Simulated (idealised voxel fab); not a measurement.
Process module name: voxel self aligned contacts
Shown is cross-section cut, with a width of 200 nm and square cells of size 5 nm.
When this document writes out a cross-section, it uses a grid of square cells and lists it as bands, beginning at the top and moving down, with a band standing for one or more rows of cells. In this notation a band is specified by the heights of its top and bottom, in that order and in nm, after which its materials appear from left to right, each paired with its width in nm. The word "edge to edge" attached to a single material means that material fills the band from edge to edge; the word "blank" stands for empty space. Ref level 0: as-received wafer is one material below here. Bottom band extends down with no lower bound ("0 down"). Graded width ("30->40"): value in top row of band = first number; value in bottom row = second number; row-to-row change constant. The designation "no change occurred", where it is given for a processing step, indicates that no cell of the cross-section was altered in the course of that step. Look at "Closed internal voids" for the closed voids: empty spaces with no open path to the top, sized 8 cells or up. Each is width x height at distance, distance from the left edge, all nm. Formally, on a step line, whatever follows the settings is a remark that the simulator itself makes on the step. overlay nm: right-of-plan distance of the mask on a masked step; negative values mean left-of-plan. From here on the document is pairs. In a pair, the cross-section before one process step comes with the cross-section after it, and the latter goes no deeper than the lowest band that changed. What lies in between, the step and its settings, is written under the pair. A pair may be from a different run of this module on the same starting wafer than the pair above it, so it continues from that pair only where its entry headed "Preceding state" says so.

**Preceding state**
  0 down: Si edge to edge
  Closed internal voids: none

**Post-Step Appearance**
  0 to -5: SiO2 edge to edge
  At heights below -5, the structure remains unaltered.
  Closed internal voids: none
The structure shown above changes from one cross-section to the other through OXIDIZE | depth nm 5

Preceding state: no separate figure, the pair right above already shows it after its step.

**Post-Step Appearance**
  30 to 0: polySi edge to edge
  At heights below 0, the structure remains unaltered.
  Closed internal voids: none
The structure shown above changes from one cross-section to the other through DIRECTIONAL_DEP | material polySi | thk nm 30

Preceding state: no separate figure, the pair right above already shows it after its step.

**Post-Step Appearance**
  45 to 30: SiN edge to edge
  At heights below 30, the structure remains unaltered.
  Closed internal voids: none
The structure shown above changes from one cross-section to the other through DIRECTIONAL_DEP | material SiN | thk nm 15

Preceding state: no separate figure, the pair right above already shows it after its step.

**Post-Step Appearance**
  45 to 30: 20 blank, 35 SiN, 25 blank, 35 SiN, 25 blank, 35 SiN, 25 blank
  At heights below 30, the structure remains unaltered.
  Closed internal voids: none
The structure shown above changes from one cross-section to the other through MASKED_ETCH | tone cover | mask id GATE | width nm 35 | pitch nm 60 | etch materials SiN | depth nm 15 | overlay nm 0

Preceding state: no separate figure, the pair right above already shows it after its step.

**Post-Step Appearance**
  45 to 30: 20 blank, 35 SiN, 25 blank, 35 SiN, 25 blank, 35 SiN, 25 blank
  30 to 0: 20 blank, 35 polySi, 25 blank, 35 polySi, 25 blank, 35 polySi, 25 blank
  At heights below 0, the structure remains unaltered.
  Closed internal voids: none
The structure shown above changes from one cross-section to the other through MASKED_ETCH | tone cover | mask id GATE | width nm 35 | pitch nm 60 | etch materials polySi | depth nm 30 | overlay nm 0

Preceding state: no separate figure, the pair right above already shows it after its step.

**Post-Step Appearance**
  50 to 30: 15 blank, 45 SiN, 15 blank, 45 SiN, 15 blank, 45 SiN, 20 blank
  30 to 5: 15 blank, 5 SiN, 35 polySi, 5 SiN, 15 blank, 5 SiN, 35 polySi, 5 SiN, 15 blank, 5 SiN, 35 polySi, 5 SiN, 20 blank
  5 to 0: 20 SiN, 35 polySi, 25 SiN, 35 polySi, 25 SiN, 35 polySi, 25 SiN
  At heights below 0, the structure remains unaltered.
  Closed internal voids: none
The structure shown above changes from one cross-section to the other through CONFORMAL_DEP | material SiN | thk nm 5

Preceding state: no separate figure, the pair right above already shows it after its step.

**Post-Step Appearance**
  45 to 30: 15 blank, 45 SiN, 15 blank, 45 SiN, 15 blank, 45 SiN, 20 blank
  30 to 0: 15 blank, 5 SiN, 35 polySi, 5 SiN, 15 blank, 5 SiN, 35 polySi, 5 SiN, 15 blank, 5 SiN, 35 polySi, 5 SiN, 20 blank
  At heights below 0, the structure remains unaltered.
  Closed internal voids: none
The structure shown above changes from one cross-section to the other through DIRECTIONAL_ETCH | etch materials SiN | depth nm 5

Preceding state: no separate figure, the pair right above already shows it after its step.

**Post-Step Appearance**
  65 to 45: SiO2 edge to edge
  45 to 30: 15 SiO2, 45 SiN, 15 SiO2, 45 SiN, 15 SiO2, 45 SiN, 20 SiO2
  30 to 0: 15 SiO2, 5 SiN, 35 polySi, 5 SiN, 15 SiO2, 5 SiN, 35 polySi, 5 SiN, 15 SiO2, 5 SiN, 35 polySi, 5 SiN, 20 SiO2
  At heights below 0, the structure remains unaltered.
  Closed internal voids: none
The structure shown above changes from one cross-section to the other through FILL_DEP | material SiO2 | thk nm 20

Preceding state: no separate figure, the pair right above already shows it after its step.

**Post-Step Appearance**
  55 to 45: SiO2 edge to edge
  At heights below 45, the structure remains unaltered.
  Closed internal voids: none
The structure shown above changes from one cross-section to the other through CMP | height nm 55

Preceding state: no separate figure, the pair right above already shows it after its step.

**Post-Step Appearance**
  55 to 45: 50 SiO2, 35 blank, 25 SiO2, 35 blank, 55 SiO2
  45 to 30: 15 SiO2, 45 SiN, 15 blank, 45 SiN, 15 blank, 45 SiN, 20 SiO2
  30 to 0: 15 SiO2, 5 SiN, 35 polySi, 5 SiN, 15 blank, 5 SiN, 35 polySi, 5 SiN, 15 blank, 5 SiN, 35 polySi, 5 SiN, 20 SiO2
  0 to -5: 60 SiO2, 15 blank, 45 SiO2, 15 blank, 65 SiO2
  At heights below -5, the structure remains unaltered.
  Closed internal voids: none
The structure shown above changes from one cross-section to the other through MASKED_ETCH | tone open | mask id CONTACT | width nm 35 | pitch nm 60 | etch materials SiO2 | depth nm 60 | overlay nm 0

Preceding state: no separate figure, the pair right above already shows it after its step.

**Post-Step Appearance**
  60 to 55: 55 TiN, 25 blank, 35 TiN, 25 blank, 60 TiN
  55 to 45: 50 SiO2, 5->15 TiN, 25->5 blank, 5->15 TiN, 25 SiO2, 5->15 TiN, 25->5 blank, 5->15 TiN, 55 SiO2
  45 to 30: 15 SiO2, 45 SiN, 5 TiN, 5 blank, 5 TiN, 45 SiN, 5 TiN, 5 blank, 5 TiN, 45 SiN, 20 SiO2
  30 to 0: 15 SiO2, 5 SiN, 35 polySi, 5 SiN, 5 TiN, 5 blank, 5 TiN, 5 SiN, 35 polySi, 5 SiN, 5 TiN, 5 blank, 5 TiN, 5 SiN, 35 polySi, 5 SiN, 20 SiO2
  0 to -5: 60 SiO2, 15 TiN, 45 SiO2, 15 TiN, 65 SiO2
  At heights below -5, the structure remains unaltered.
  Closed internal voids: none
The structure shown above changes from one cross-section to the other through CONFORMAL_DEP | material TiN | thk nm 5

Preceding state: no separate figure, the pair right above already shows it after its step.

**Post-Step Appearance**
  70 to 60: W edge to edge
  60 to 55: 55 TiN, 25 W, 35 TiN, 25 W, 60 TiN
  55 to 45: 50 SiO2, 5->15 TiN, 25->5 W, 5->15 TiN, 25 SiO2, 5->15 TiN, 25->5 W, 5->15 TiN, 55 SiO2
  45 to 30: 15 SiO2, 45 SiN, 5 TiN, 5 W, 5 TiN, 45 SiN, 5 TiN, 5 W, 5 TiN, 45 SiN, 20 SiO2
  30 to 0: 15 SiO2, 5 SiN, 35 polySi, 5 SiN, 5 TiN, 5 W, 5 TiN, 5 SiN, 35 polySi, 5 SiN, 5 TiN, 5 W, 5 TiN, 5 SiN, 35 polySi, 5 SiN, 20 SiO2
  At heights below 0, the structure remains unaltered.
  Closed internal voids: none
The structure shown above changes from one cross-section to the other through FILL_DEP | material W | thk nm 10

Preceding state: no separate figure, the pair right above already shows it after its step.

**Post-Step Appearance**
  55 to 45: 50 SiO2, 5->15 TiN, 25->5 W, 5->15 TiN, 25 SiO2, 5->15 TiN, 25->5 W, 5->15 TiN, 55 SiO2
  At heights below 45, the structure remains unaltered.
  Closed internal voids: none
The structure shown above changes from one cross-section to the other through CMP | height nm 55

Preceding state: no separate figure, the pair right above already shows it after its step.

**Post-Step Appearance**
  60 to 55: SiN edge to edge
  At heights below 55, the structure remains unaltered.
  Closed internal voids: none
The structure shown above changes from one cross-section to the other through CONFORMAL_DEP | material SiN | thk nm 5

**Preceding state**
  0 down: Si edge to edge
  Closed internal voids: none

**Post-Step Appearance**
  30 to 0: polySi edge to edge
  At heights below 0, the structure remains unaltered.
  Closed internal voids: none
The structure shown above changes from one cross-section to the other through DIRECTIONAL_DEP | material polySi | thk nm 30

Preceding state: no separate figure, the pair right above already shows it after its step.

**Post-Step Appearance**
  45 to 30: SiN edge to edge
  At heights below 30, the structure remains unaltered.
  Closed internal voids: none
The structure shown above changes from one cross-section to the other through DIRECTIONAL_DEP | material SiN | thk nm 15

Preceding state: no separate figure, the pair right above already shows it after its step.

**Post-Step Appearance**
  45 to 30: 20 blank, 35 SiN, 25 blank, 35 SiN, 25 blank, 35 SiN, 25 blank
  At heights below 30, the structure remains unaltered.
  Closed internal voids: none
The structure shown above changes from one cross-section to the other through MASKED_ETCH | tone cover | mask id GATE | width nm 35 | pitch nm 60 | etch materials SiN | depth nm 15 | overlay nm 0

Preceding state: no separate figure, the pair right above already shows it after its step.

**Post-Step Appearance**
  45 to 30: 20 blank, 35 SiN, 25 blank, 35 SiN, 25 blank, 35 SiN, 25 blank
  30 to 0: 20 blank, 35 polySi, 25 blank, 35 polySi, 25 blank, 35 polySi, 25 blank
  At heights below 0, the structure remains unaltered.
  Closed internal voids: none
The structure shown above changes from one cross-section to the other through MASKED_ETCH | tone cover | mask id GATE | width nm 35 | pitch nm 60 | etch materials polySi | depth nm 30 | overlay nm 0

Preceding state: no separate figure, the pair right above already shows it after its step.

**Post-Step Appearance**
  50 to 30: 15 blank, 45 SiN, 15 blank, 45 SiN, 15 blank, 45 SiN, 20 blank
  30 to 5: 15 blank, 5 SiN, 35 polySi, 5 SiN, 15 blank, 5 SiN, 35 polySi, 5 SiN, 15 blank, 5 SiN, 35 polySi, 5 SiN, 20 blank
  5 to 0: 20 SiN, 35 polySi, 25 SiN, 35 polySi, 25 SiN, 35 polySi, 25 SiN
  At heights below 0, the structure remains unaltered.
  Closed internal voids: none
The structure shown above changes from one cross-section to the other through CONFORMAL_DEP | material SiN | thk nm 5

Preceding state: no separate figure, the pair right above already shows it after its step.

**Post-Step Appearance**
  45 to 30: 15 blank, 45 SiN, 15 blank, 45 SiN, 15 blank, 45 SiN, 20 blank
  30 to 0: 15 blank, 5 SiN, 35 polySi, 5 SiN, 15 blank, 5 SiN, 35 polySi, 5 SiN, 15 blank, 5 SiN, 35 polySi, 5 SiN, 20 blank
  At heights below 0, the structure remains unaltered.
  Closed internal voids: none
The structure shown above changes from one cross-section to the other through DIRECTIONAL_ETCH | etch materials SiN | depth nm 5

Preceding state: no separate figure, the pair right above already shows it after its step.

**Post-Step Appearance**
  65 to 45: SiO2 edge to edge
  45 to 30: 15 SiO2, 45 SiN, 15 SiO2, 45 SiN, 15 SiO2, 45 SiN, 20 SiO2
  30 to 0: 15 SiO2, 5 SiN, 35 polySi, 5 SiN, 15 SiO2, 5 SiN, 35 polySi, 5 SiN, 15 SiO2, 5 SiN, 35 polySi, 5 SiN, 20 SiO2
  At heights below 0, the structure remains unaltered.
  Closed internal voids: none
The structure shown above changes from one cross-section to the other through FILL_DEP | material SiO2 | thk nm 20

Preceding state: no separate figure, the pair right above already shows it after its step.

**Post-Step Appearance**
  55 to 45: SiO2 edge to edge
  At heights below 45, the structure remains unaltered.
  Closed internal voids: none
The structure shown above changes from one cross-section to the other through CMP | height nm 55

Preceding state: no separate figure, the pair right above already shows it after its step.

**Post-Step Appearance**
  55 to 45: 50 SiO2, 35 blank, 25 SiO2, 35 blank, 55 SiO2
  45 to 30: 15 SiO2, 45 SiN, 15 blank, 45 SiN, 15 blank, 45 SiN, 20 SiO2
  30 to 0: 15 SiO2, 5 SiN, 35 polySi, 5 SiN, 15 blank, 5 SiN, 35 polySi, 5 SiN, 15 blank, 5 SiN, 35 polySi, 5 SiN, 20 SiO2
  At heights below 0, the structure remains unaltered.
  Closed internal voids: none
The structure shown above changes from one cross-section to the other through MASKED_ETCH | tone open | mask id CONTACT | width nm 35 | pitch nm 60 | etch materials SiO2 | depth nm 60 | overlay nm 0

Preceding state: no separate figure, the pair right above already shows it after its step.

**Post-Step Appearance**
  60 to 55: 55 TiN, 25 blank, 35 TiN, 25 blank, 60 TiN
  55 to 45: 50 SiO2, 5->15 TiN, 25->5 blank, 5->15 TiN, 25 SiO2, 5->15 TiN, 25->5 blank, 5->15 TiN, 55 SiO2
  45 to 30: 15 SiO2, 45 SiN, 5 TiN, 5 blank, 5 TiN, 45 SiN, 5 TiN, 5 blank, 5 TiN, 45 SiN, 20 SiO2
  30 to 5: 15 SiO2, 5 SiN, 35 polySi, 5 SiN, 5 TiN, 5 blank, 5 TiN, 5 SiN, 35 polySi, 5 SiN, 5 TiN, 5 blank, 5 TiN, 5 SiN, 35 polySi, 5 SiN, 20 SiO2
  5 to 0: 15 SiO2, 5 SiN, 35 polySi, 5 SiN, 15 TiN, 5 SiN, 35 polySi, 5 SiN, 15 TiN, 5 SiN, 35 polySi, 5 SiN, 20 SiO2
  At heights below 0, the structure remains unaltered.
  Closed internal voids: none
The structure shown above changes from one cross-section to the other through CONFORMAL_DEP | material TiN | thk nm 5

Preceding state: no separate figure, the pair right above already shows it after its step.

**Post-Step Appearance**
  70 to 60: W edge to edge
  60 to 55: 55 TiN, 25 W, 35 TiN, 25 W, 60 TiN
  55 to 45: 50 SiO2, 5->15 TiN, 25->5 W, 5->15 TiN, 25 SiO2, 5->15 TiN, 25->5 W, 5->15 TiN, 55 SiO2
  45 to 30: 15 SiO2, 45 SiN, 5 TiN, 5 W, 5 TiN, 45 SiN, 5 TiN, 5 W, 5 TiN, 45 SiN, 20 SiO2
  30 to 5: 15 SiO2, 5 SiN, 35 polySi, 5 SiN, 5 TiN, 5 W, 5 TiN, 5 SiN, 35 polySi, 5 SiN, 5 TiN, 5 W, 5 TiN, 5 SiN, 35 polySi, 5 SiN, 20 SiO2
  At heights below 5, the structure remains unaltered.
  Closed internal voids: none
The structure shown above changes from one cross-section to the other through FILL_DEP | material W | thk nm 10

Preceding state: no separate figure, the pair right above already shows it after its step.

**Post-Step Appearance**
  55 to 45: 50 SiO2, 5->15 TiN, 25->5 W, 5->15 TiN, 25 SiO2, 5->15 TiN, 25->5 W, 5->15 TiN, 55 SiO2
  At heights below 45, the structure remains unaltered.
  Closed internal voids: none
The structure shown above changes from one cross-section to the other through CMP | height nm 55

Preceding state: no separate figure, the pair right above already shows it after its step.

**Post-Step Appearance**
  60 to 55: SiN edge to edge
  At heights below 55, the structure remains unaltered.
  Closed internal voids: none
The structure shown above changes from one cross-section to the other through CONFORMAL_DEP | material SiN | thk nm 5

**Preceding state**
  30 to 0: polySi edge to edge
  0 to -5: SiO2 edge to edge
  -5 down: Si edge to edge
  Closed internal voids: none

**Post-Step Appearance**
  60 to 0: polySi edge to edge
  At heights below 0, the structure remains unaltered.
  Closed internal voids: none
The structure shown above changes from one cross-section to the other through DIRECTIONAL_DEP | material polySi | thk nm 30

Preceding state: no separate figure, the pair right above already shows it after its step.

**Post-Step Appearance**
  75 to 60: SiN edge to edge
  At heights below 60, the structure remains unaltered.
  Closed internal voids: none
The structure shown above changes from one cross-section to the other through DIRECTIONAL_DEP | material SiN | thk nm 15

Preceding state: no separate figure, the pair right above already shows it after its step.

**Post-Step Appearance**
  75 to 60: 20 blank, 35 SiN, 25 blank, 35 SiN, 25 blank, 35 SiN, 25 blank
  At heights below 60, the structure remains unaltered.
  Closed internal voids: none
The structure shown above changes from one cross-section to the other through MASKED_ETCH | tone cover | mask id GATE | width nm 35 | pitch nm 60 | etch materials SiN | depth nm 15 | overlay nm 0

Preceding state: no separate figure, the pair right above already shows it after its step.

**Post-Step Appearance**
  75 to 60: 20 blank, 35 SiN, 25 blank, 35 SiN, 25 blank, 35 SiN, 25 blank
  60 to 30: 20 blank, 35 polySi, 25 blank, 35 polySi, 25 blank, 35 polySi, 25 blank
  At heights below 30, the structure remains unaltered.
  Closed internal voids: none
The structure shown above changes from one cross-section to the other through MASKED_ETCH | tone cover | mask id GATE | width nm 35 | pitch nm 60 | etch materials polySi | depth nm 30 | overlay nm 0

Preceding state: no separate figure, the pair right above already shows it after its step.

**Post-Step Appearance**
  80 to 60: 15 blank, 45 SiN, 15 blank, 45 SiN, 15 blank, 45 SiN, 20 blank
  60 to 35: 15 blank, 5 SiN, 35 polySi, 5 SiN, 15 blank, 5 SiN, 35 polySi, 5 SiN, 15 blank, 5 SiN, 35 polySi, 5 SiN, 20 blank
  35 to 30: 20 SiN, 35 polySi, 25 SiN, 35 polySi, 25 SiN, 35 polySi, 25 SiN
  At heights below 30, the structure remains unaltered.
  Closed internal voids: none
The structure shown above changes from one cross-section to the other through CONFORMAL_DEP | material SiN | thk nm 5

Preceding state: no separate figure, the pair right above already shows it after its step.

**Post-Step Appearance**
  75 to 60: 15 blank, 45 SiN, 15 blank, 45 SiN, 15 blank, 45 SiN, 20 blank
  60 to 30: 15 blank, 5 SiN, 35 polySi, 5 SiN, 15 blank, 5 SiN, 35 polySi, 5 SiN, 15 blank, 5 SiN, 35 polySi, 5 SiN, 20 blank
  At heights below 30, the structure remains unaltered.
  Closed internal voids: none
The structure shown above changes from one cross-section to the other through DIRECTIONAL_ETCH | etch materials SiN | depth nm 5

Preceding state: no separate figure, the pair right above already shows it after its step.

**Post-Step Appearance**
  95 to 75: SiO2 edge to edge
  75 to 60: 15 SiO2, 45 SiN, 15 SiO2, 45 SiN, 15 SiO2, 45 SiN, 20 SiO2
  60 to 30: 15 SiO2, 5 SiN, 35 polySi, 5 SiN, 15 SiO2, 5 SiN, 35 polySi, 5 SiN, 15 SiO2, 5 SiN, 35 polySi, 5 SiN, 20 SiO2
  At heights below 30, the structure remains unaltered.
  Closed internal voids: none
The structure shown above changes from one cross-section to the other through FILL_DEP | material SiO2 | thk nm 20

Preceding state: no separate figure, the pair right above already shows it after its step.

**Post-Step Appearance**
  55 to 30: 15 SiO2, 5 SiN, 35 polySi, 5 SiN, 15 SiO2, 5 SiN, 35 polySi, 5 SiN, 15 SiO2, 5 SiN, 35 polySi, 5 SiN, 20 SiO2
  At heights below 30, the structure remains unaltered.
  Closed internal voids: none
The structure shown above changes from one cross-section to the other through CMP | height nm 55

Preceding state: no separate figure, the pair right above already shows it after its step.

**Post-Step Appearance**
  55 to 30: 15 SiO2, 5 SiN, 35 polySi, 5 SiN, 15 blank, 5 SiN, 35 polySi, 5 SiN, 15 blank, 5 SiN, 35 polySi, 5 SiN, 20 SiO2
  At heights below 30, the structure remains unaltered.
  Closed internal voids: none
The structure shown above changes from one cross-section to the other through MASKED_ETCH | tone open | mask id CONTACT | width nm 35 | pitch nm 60 | etch materials SiO2 | depth nm 60 | overlay nm 0

Preceding state: no separate figure, the pair right above already shows it after its step.

**Post-Step Appearance**
  60 to 55: 65 TiN, 5 blank, 55 TiN, 5 blank, 70 TiN
  55 to 35: 15 SiO2, 5 SiN, 35 polySi, 5 SiN, 5 TiN, 5 blank, 5 TiN, 5 SiN, 35 polySi, 5 SiN, 5 TiN, 5 blank, 5 TiN, 5 SiN, 35 polySi, 5 SiN, 20 SiO2
  35 to 30: 15 SiO2, 5 SiN, 35 polySi, 5 SiN, 15 TiN, 5 SiN, 35 polySi, 5 SiN, 15 TiN, 5 SiN, 35 polySi, 5 SiN, 20 SiO2
  At heights below 30, the structure remains unaltered.
  Closed internal voids: none
The structure shown above changes from one cross-section to the other through CONFORMAL_DEP | material TiN | thk nm 5

Preceding state: no separate figure, the pair right above already shows it after its step.

**Post-Step Appearance**
  70 to 60: W edge to edge
  60 to 55: 65 TiN, 5 W, 55 TiN, 5 W, 70 TiN
  55 to 35: 15 SiO2, 5 SiN, 35 polySi, 5 SiN, 5 TiN, 5 W, 5 TiN, 5 SiN, 35 polySi, 5 SiN, 5 TiN, 5 W, 5 TiN, 5 SiN, 35 polySi, 5 SiN, 20 SiO2
  At heights below 35, the structure remains unaltered.
  Closed internal voids: none
The structure shown above changes from one cross-section to the other through FILL_DEP | material W | thk nm 10

Preceding state: no separate figure, the pair right above already shows it after its step.

**Post-Step Appearance**
  55 to 35: 15 SiO2, 5 SiN, 35 polySi, 5 SiN, 5 TiN, 5 W, 5 TiN, 5 SiN, 35 polySi, 5 SiN, 5 TiN, 5 W, 5 TiN, 5 SiN, 35 polySi, 5 SiN, 20 SiO2
  At heights below 35, the structure remains unaltered.
  Closed internal voids: none
The structure shown above changes from one cross-section to the other through CMP | height nm 55

Preceding state: no separate figure, the pair right above already shows it after its step.

**Post-Step Appearance**
  60 to 55: SiN edge to edge
  At heights below 55, the structure remains unaltered.
  Closed internal voids: none
The structure shown above changes from one cross-section to the other through CONFORMAL_DEP | material SiN | thk nm 5

**Preceding state**
  45 to 30: 20 blank, 35 SiN, 25 blank, 35 SiN, 25 blank, 35 SiN, 25 blank
  30 to 0: 20 blank, 35 polySi, 25 blank, 35 polySi, 25 blank, 35 polySi, 25 blank
  0 to -5: SiO2 edge to edge
  -5 down: Si edge to edge
  Closed internal voids: none

**Post-Step Appearance**
  40 to 30: 20 blank, 35 SiN, 25 blank, 35 SiN, 25 blank, 35 SiN, 25 blank
  At heights below 30, the structure remains unaltered.
  Closed internal voids: none
The structure shown above changes from one cross-section to the other through DIRECTIONAL_ETCH | etch materials SiN | depth nm 5

Preceding state: no separate figure, the pair right above already shows it after its step.

**Post-Step Appearance**
  45 to 30: 15 blank, 45 SiN, 15 blank, 45 SiN, 15 blank, 45 SiN, 20 blank
  30 to 5: 15 blank, 5 SiN, 35 polySi, 5 SiN, 15 blank, 5 SiN, 35 polySi, 5 SiN, 15 blank, 5 SiN, 35 polySi, 5 SiN, 20 blank
  5 to 0: 20 SiN, 35 polySi, 25 SiN, 35 polySi, 25 SiN, 35 polySi, 25 SiN
  At heights below 0, the structure remains unaltered.
  Closed internal voids: none
The structure shown above changes from one cross-section to the other through CONFORMAL_DEP | material SiN | thk nm 5

Preceding state: no separate figure, the pair right above already shows it after its step.

**Post-Step Appearance**
  65 to 45: SiO2 edge to edge
  45 to 30: 15 SiO2, 45 SiN, 15 SiO2, 45 SiN, 15 SiO2, 45 SiN, 20 SiO2
  30 to 5: 15 SiO2, 5 SiN, 35 polySi, 5 SiN, 15 SiO2, 5 SiN, 35 polySi, 5 SiN, 15 SiO2, 5 SiN, 35 polySi, 5 SiN, 20 SiO2
  At heights below 5, the structure remains unaltered.
  Closed internal voids: none
The structure shown above changes from one cross-section to the other through FILL_DEP | material SiO2 | thk nm 20

Preceding state: no separate figure, the pair right above already shows it after its step.

**Post-Step Appearance**
  55 to 45: SiO2 edge to edge
  At heights below 45, the structure remains unaltered.
  Closed internal voids: none
The structure shown above changes from one cross-section to the other through CMP | height nm 55

Preceding state: no separate figure, the pair right above already shows it after its step.

**Post-Step Appearance**
  55 to 45: 50 SiO2, 35 blank, 25 SiO2, 35 blank, 55 SiO2
  45 to 30: 15 SiO2, 45 SiN, 15 blank, 45 SiN, 15 blank, 45 SiN, 20 SiO2
  30 to 5: 15 SiO2, 5 SiN, 35 polySi, 5 SiN, 15 blank, 5 SiN, 35 polySi, 5 SiN, 15 blank, 5 SiN, 35 polySi, 5 SiN, 20 SiO2
  At heights below 5, the structure remains unaltered.
  Closed internal voids: none
The structure shown above changes from one cross-section to the other through MASKED_ETCH | tone open | mask id CONTACT | width nm 35 | pitch nm 60 | etch materials SiO2 | depth nm 60 | overlay nm 0

Preceding state: no separate figure, the pair right above already shows it after its step.

**Post-Step Appearance**
  60 to 55: 55 TiN, 25 blank, 35 TiN, 25 blank, 60 TiN
  55 to 45: 50 SiO2, 5->15 TiN, 25->5 blank, 5->15 TiN, 25 SiO2, 5->15 TiN, 25->5 blank, 5->15 TiN, 55 SiO2
  45 to 30: 15 SiO2, 45 SiN, 5 TiN, 5 blank, 5 TiN, 45 SiN, 5 TiN, 5 blank, 5 TiN, 45 SiN, 20 SiO2
  30 to 10: 15 SiO2, 5 SiN, 35 polySi, 5 SiN, 5 TiN, 5 blank, 5 TiN, 5 SiN, 35 polySi, 5 SiN, 5 TiN, 5 blank, 5 TiN, 5 SiN, 35 polySi, 5 SiN, 20 SiO2
  10 to 5: 15 SiO2, 5 SiN, 35 polySi, 5 SiN, 15 TiN, 5 SiN, 35 polySi, 5 SiN, 15 TiN, 5 SiN, 35 polySi, 5 SiN, 20 SiO2
  At heights below 5, the structure remains unaltered.
  Closed internal voids: none
The structure shown above changes from one cross-section to the other through CONFORMAL_DEP | material TiN | thk nm 5

Preceding state: no separate figure, the pair right above already shows it after its step.

**Post-Step Appearance**
  70 to 60: W edge to edge
  60 to 55: 55 TiN, 25 W, 35 TiN, 25 W, 60 TiN
  55 to 45: 50 SiO2, 5->15 TiN, 25->5 W, 5->15 TiN, 25 SiO2, 5->15 TiN, 25->5 W, 5->15 TiN, 55 SiO2
  45 to 30: 15 SiO2, 45 SiN, 5 TiN, 5 W, 5 TiN, 45 SiN, 5 TiN, 5 W, 5 TiN, 45 SiN, 20 SiO2
  30 to 10: 15 SiO2, 5 SiN, 35 polySi, 5 SiN, 5 TiN, 5 W, 5 TiN, 5 SiN, 35 polySi, 5 SiN, 5 TiN, 5 W, 5 TiN, 5 SiN, 35 polySi, 5 SiN, 20 SiO2
  At heights below 10, the structure remains unaltered.
  Closed internal voids: none
The structure shown above changes from one cross-section to the other through FILL_DEP | material W | thk nm 10

Preceding state: no separate figure, the pair right above already shows it after its step.

**Post-Step Appearance**
  55 to 45: 50 SiO2, 5->15 TiN, 25->5 W, 5->15 TiN, 25 SiO2, 5->15 TiN, 25->5 W, 5->15 TiN, 55 SiO2
  At heights below 45, the structure remains unaltered.
  Closed internal voids: none
The structure shown above changes from one cross-section to the other through CMP | height nm 55

Preceding state: no separate figure, the pair right above already shows it after its step.

**Post-Step Appearance**
  60 to 55: SiN edge to edge
  At heights below 55, the structure remains unaltered.
  Closed internal voids: none
The structure shown above changes from one cross-section to the other through CONFORMAL_DEP | material SiN | thk nm 5

**Preceding state**
  45 to 30: SiN edge to edge
  30 to 0: polySi edge to edge
  0 to -5: SiO2 edge to edge
  -5 down: Si edge to edge
  Closed internal voids: none

**Post-Step Appearance**
  45 to 40: 20 blank, 35 SiN, 25 blank, 35 SiN, 25 blank, 35 SiN, 25 blank
  At heights below 40, the structure remains unaltered.
  Closed internal voids: none
The structure shown above changes from one cross-section to the other through MASKED_ETCH | tone cover | mask id GATE | width nm 35 | pitch nm 60 | etch materials SiN | depth nm 5 | overlay nm 0

Preceding state: no separate figure, the pair right above already shows it after its step.

**Post-Step Appearance**
  50 to 45: 15 blank, 45 SiN, 15 blank, 45 SiN, 15 blank, 45 SiN, 20 blank
  45 to 30: SiN edge to edge
  At heights below 30, the structure remains unaltered.
  Closed internal voids: none
The structure shown above changes from one cross-section to the other through CONFORMAL_DEP | material SiN | thk nm 5

Preceding state: no separate figure, the pair right above already shows it after its step.

**Post-Step Appearance**
  45 to 40: 15 blank, 45 SiN, 15 blank, 45 SiN, 15 blank, 45 SiN, 20 blank
  At heights below 40, the structure remains unaltered.
  Closed internal voids: none
The structure shown above changes from one cross-section to the other through DIRECTIONAL_ETCH | etch materials SiN | depth nm 5

Preceding state: no separate figure, the pair right above already shows it after its step.

**Post-Step Appearance**
  65 to 45: SiO2 edge to edge
  45 to 40: 15 SiO2, 45 SiN, 15 SiO2, 45 SiN, 15 SiO2, 45 SiN, 20 SiO2
  At heights below 40, the structure remains unaltered.
  Closed internal voids: none
The structure shown above changes from one cross-section to the other through FILL_DEP | material SiO2 | thk nm 20

Preceding state: no separate figure, the pair right above already shows it after its step.

**Post-Step Appearance**
  55 to 45: SiO2 edge to edge
  At heights below 45, the structure remains unaltered.
  Closed internal voids: none
The structure shown above changes from one cross-section to the other through CMP | height nm 55

Preceding state: no separate figure, the pair right above already shows it after its step.

**Post-Step Appearance**
  55 to 45: 50 SiO2, 35 blank, 25 SiO2, 35 blank, 55 SiO2
  45 to 40: 15 SiO2, 45 SiN, 15 blank, 45 SiN, 15 blank, 45 SiN, 20 SiO2
  At heights below 40, the structure remains unaltered.
  Closed internal voids: none
The structure shown above changes from one cross-section to the other through MASKED_ETCH | tone open | mask id CONTACT | width nm 35 | pitch nm 60 | etch materials SiO2 | depth nm 60 | overlay nm 0

Preceding state: no separate figure, the pair right above already shows it after its step.

**Post-Step Appearance**
  60 to 55: 55 TiN, 25 blank, 35 TiN, 25 blank, 60 TiN
  55 to 45: 50 SiO2, 5->15 TiN, 25->5 blank, 5->15 TiN, 25 SiO2, 5->15 TiN, 25->5 blank, 5->15 TiN, 55 SiO2
  45 to 40: 15 SiO2, 45 SiN, 15 TiN, 45 SiN, 15 TiN, 45 SiN, 20 SiO2
  At heights below 40, the structure remains unaltered.
  Closed internal voids: none
The structure shown above changes from one cross-section to the other through CONFORMAL_DEP | material TiN | thk nm 5

Preceding state: no separate figure, the pair right above already shows it after its step.

**Post-Step Appearance**
  70 to 60: W edge to edge
  60 to 55: 55 TiN, 25 W, 35 TiN, 25 W, 60 TiN
  55 to 45: 50 SiO2, 5->15 TiN, 25->5 W, 5->15 TiN, 25 SiO2, 5->15 TiN, 25->5 W, 5->15 TiN, 55 SiO2
  At heights below 45, the structure remains unaltered.
  Closed internal voids: none
The structure shown above changes from one cross-section to the other through FILL_DEP | material W | thk nm 10

Preceding state: no separate figure, the pair right above already shows it after its step.

**Post-Step Appearance**
  55 to 45: 50 SiO2, 5->15 TiN, 25->5 W, 5->15 TiN, 25 SiO2, 5->15 TiN, 25->5 W, 5->15 TiN, 55 SiO2
  At heights below 45, the structure remains unaltered.
  Closed internal voids: none
The structure shown above changes from one cross-section to the other through CMP | height nm 55

Preceding state: no separate figure, the pair right above already shows it after its step.

**Post-Step Appearance**
  60 to 55: SiN edge to edge
  At heights below 55, the structure remains unaltered.
  Closed internal voids: none
The structure shown above changes from one cross-section to the other through CONFORMAL_DEP | material SiN | thk nm 5
